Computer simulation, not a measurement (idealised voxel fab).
Name of the process module below: voxel capacitor over wiring
Square cell edge 5 nm, section width 265 nm, ID cut.
For the purposes of this document, a cross-section shall be understood as a grid of square cells, specified as bands listed in top-to-bottom order, each band consisting of one or more rows of cells.
Heads up on the band format: heights come first, top then bottom, in nm. After that it's the materials left to right, each with its width in nm. A single material flagged "all across" fills the whole band edge to edge, and "air" means there's empty space there.
Heights from 0 (as-received wafer is one material below). Bottom band endless downward, as "0 and below".
A width given as "30 to 40" starts at the first number in the band's top row and ends at the second number in its bottom row, shifting by an equal amount at every step from row to row.
The cross-section has no changed cell in any step marked "nothing was modified".
"Tabulated closed voids" lists enclosed empty spaces (at least 8 cells, no open path upward to the top), each as width x height at distance from the left edge, in nm.
It should be noted that, on the line of a given step, the content following the step's settings is a remark produced by the simulator itself with respect to that step.
A step's line can hold "overlay nm"; with a mask on that step, the setting says how far right of the planned place the mask lay, while a negative setting says it lay to the left.

# The following list gives the planned process steps
1: RECEIVE: material Si
2: CONFORMAL_DEP: material SiO2, thk nm 10
3: DIRECTIONAL_DEP: material TiN, thk nm 5
4: DIRECTIONAL_DEP: material W, thk nm 20
5: PATTERN: tone cover, mask id METAL_1, material resist, width nm 25, pitch nm 75, thk nm 20, overlay nm 0
6: DIRECTIONAL_ETCH: etch materials W, depth nm 20
7: DIRECTIONAL_ETCH: etch materials TiN, depth nm 5
8: STRIP: etch materials resist
9: FILL_DEP: material lowk, thk nm 10
10: CMP: height nm 35
11: CONFORMAL_DEP: material SiCN, thk nm 5
12: DIRECTIONAL_DEP: material lowk, thk nm 20
13: DIRECTIONAL_DEP: material aC, thk nm 15
14: PATTERN: tone open, mask id PLUG_1, material resist, width nm 15, thk nm 30, overlay nm 0
15: DIRECTIONAL_ETCH: etch materials aC, depth nm 15
16: STRIP: etch materials resist
17: DIRECTIONAL_ETCH: etch materials lowk, depth nm 20
18: DIRECTIONAL_ETCH: etch materials SiCN, depth nm 5
19: STRIP: etch materials aC
20: EPI: material Ru, thk nm 10
21: EPI: material Ru, thk nm 10
22: EPI: material Ru, thk nm 5
23: DIRECTIONAL_DEP: material TiN, thk nm 5
24: DIRECTIONAL_DEP: material SiN, thk nm 5
25: DIRECTIONAL_DEP: material TiN, thk nm 10
26: DIRECTIONAL_DEP: material aC, thk nm 15
27: PATTERN: tone cover, mask id UPPER_PLATE, material resist, width nm 55, thk nm 30, overlay nm 0
28: DIRECTIONAL_ETCH: etch materials aC, depth nm 15
29: STRIP: etch materials resist
30: DIRECTIONAL_ETCH: etch materials TiN, depth nm 10
31: DIRECTIONAL_ETCH: etch materials SiN, depth nm 5
32: STRIP: etch materials aC
33: MASKED_ETCH: tone cover, mask id LOWER_PLATE, width nm 65, etch materials TiN, depth nm 5, overlay nm 0
34: FILL_DEP: material SiO2, thk nm 15
35: CMP: height nm 90
36: DIRECTIONAL_DEP: material aC, thk nm 15
37: PATTERN: tone open, mask id PLUG_2, material resist, width nm 15, thk nm 30, overlay nm 0
38: DIRECTIONAL_ETCH: etch materials aC, depth nm 15
39: STRIP: etch materials resist
40: DIRECTIONAL_ETCH: etch materials SiO2, depth nm 10
41: STRIP: etch materials aC
42: CONFORMAL_DEP: material TiN, thk nm 5
43: FILL_DEP: material W, thk nm 10
44: CMP: height nm 90
45: CONFORMAL_DEP: material SiCN, thk nm 5

# Step 1 complete: cross-section of the wafer as received
    0 and below: Si all across
    Tabulated closed voids: none

# Final cross-section, module run with one mistake (start and plan as above)
    95 down to 90: SiCN all across
    90 down to 85: SiO2=100  TiN=5  W=5  TiN=5  SiO2=150
    85 down to 80: SiO2=100  TiN=15  SiO2=150
    80 down to 70: SiO2=90  TiN=55  SiO2=120
    70 down to 65: SiO2=90  SiN=55  SiO2=120
    65 down to 60: SiO2=85  TiN=65  SiO2=115
    60 down to 40: lowk=95  Ru=15  lowk=155
    40 down to 35: SiCN=95  Ru=15  SiCN=155
    35 down to 15: lowk=80  W=25  lowk=50  W=25  lowk=85
    15 down to 10: lowk=80  TiN=25  lowk=50  TiN=25  lowk=85
    10 down to 0: SiO2 all across
    0 and below: Si all across
    Tabulated closed voids: none
Nonconformance to the process plan: step 14 deviated from plan and actually ran as PATTERN: tone open, mask id PLUG_1, material resist, width nm 15, thk nm 30, overlay nm 5
